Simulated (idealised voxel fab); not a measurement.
Process module in this document: voxel quadruple lines
The width of the displayed cross-section, cut, is 175 nm; its cells are square, with a size of 5 nm.
We lay out every cross-section as a grid of square cells and spell it out in bands from the top down, where one band means one or more rows of cells. Top height, bottom height, nm. Materials left to right, width each, nm. Single material + "everywhere" = fills band edge to edge. "empty" = empty. Height is counted from the level 0, under which the received wafer is composed throughout of one material. The lowest of the bands is not closed at the bottom but continues downward, in the notation "from 0 down". With a width like "30 to 40", each row of cells in the band differs from the next by the same amount, the top row carrying the first number and the bottom row the second. "remained the same" after a step means that no cell of the cross-section changed. "Closed void table": empty spaces of 8 cells or more with no open way to the top, each given as width x height at distance, distance from the left edge, all in nm. Read whatever lies past the settings on a step's line as the simulator's own remark about the step. The optional step-line setting "overlay nm" applies to steps with a mask and quantifies how far to the right of its planned location the mask lay, a negative value indicating leftward placement.
The planned process steps are enumerated hereunder
| 1 | RECEIVE [material Si] |
| 2 | CONFORMAL_DEP [material SiO2] [thk nm 10] |
| 3 | DIRECTIONAL_DEP [material TiN] [thk nm 15] |
| 4 | DIRECTIONAL_DEP [material polySi] [thk nm 20] |
| 5 | DIRECTIONAL_DEP [material aC] [thk nm 25] |
| 6 | PATTERN [tone cover] [mask id MANDREL] [material resist] [width nm 25] [pitch nm 80] [thk nm 30] [overlay nm -15] |
| 7 | DIRECTIONAL_ETCH [etch materials aC] [depth nm 25] |
| 8 | STRIP [etch materials resist] |
| 9 | CONFORMAL_DEP [material SiO2] [thk nm 15] |
| 10 | DIRECTIONAL_ETCH [etch materials SiO2] [depth nm 15] |
| 11 | STRIP [etch materials aC] |
| 12 | DIRECTIONAL_ETCH [etch materials polySi] [depth nm 20] |
| 13 | STRIP [etch materials SiO2] |
| 14 | CONFORMAL_DEP [material SiN] [thk nm 5] |
| 15 | DIRECTIONAL_ETCH [etch materials SiN] [depth nm 5] |
| 16 | STRIP [etch materials polySi] |
| 17 | DIRECTIONAL_ETCH [etch materials TiN] [depth nm 15] |
| 18 | STRIP [etch materials SiN] |
| 19 | FILL_DEP [material lowk] [thk nm 10] |
| 20 | CMP [height nm 25] |
What sets these wafers apart? The overlay nm at step 6. They all start alike, and the plan carries the first wafer's value.
So this is the first of several wafers, cross-sectioned as it came to us, meaning it's at the end of step 1
	from 0 down = Si everywhere
	Closed void table: none
For your reference, the table is organized with a row per wafer; each row reflects the wafer at the end of the module, indicating for each material the cells gained (+) or lost (-) since receipt, and thereafter its closed voids
overlay nm -15 | +70 SiO2 | +24 TiN | +81 lowk | Closed void table: none
overlay nm -10 | +70 SiO2 | +24 TiN | +81 lowk | Closed void table: none
overlay nm -5 | +70 SiO2 | +24 TiN | +81 lowk | Closed void table: none
overlay nm 0 | +70 SiO2 | +24 TiN | +81 lowk | Closed void table: none
overlay nm 5 | +70 SiO2 | +24 TiN | +81 lowk | Closed void table: none
overlay nm 10 | +70 SiO2 | +24 TiN | +81 lowk | Closed void table: none
overlay nm 15 | +70 SiO2 | +24 TiN | +81 lowk | Closed void table: none
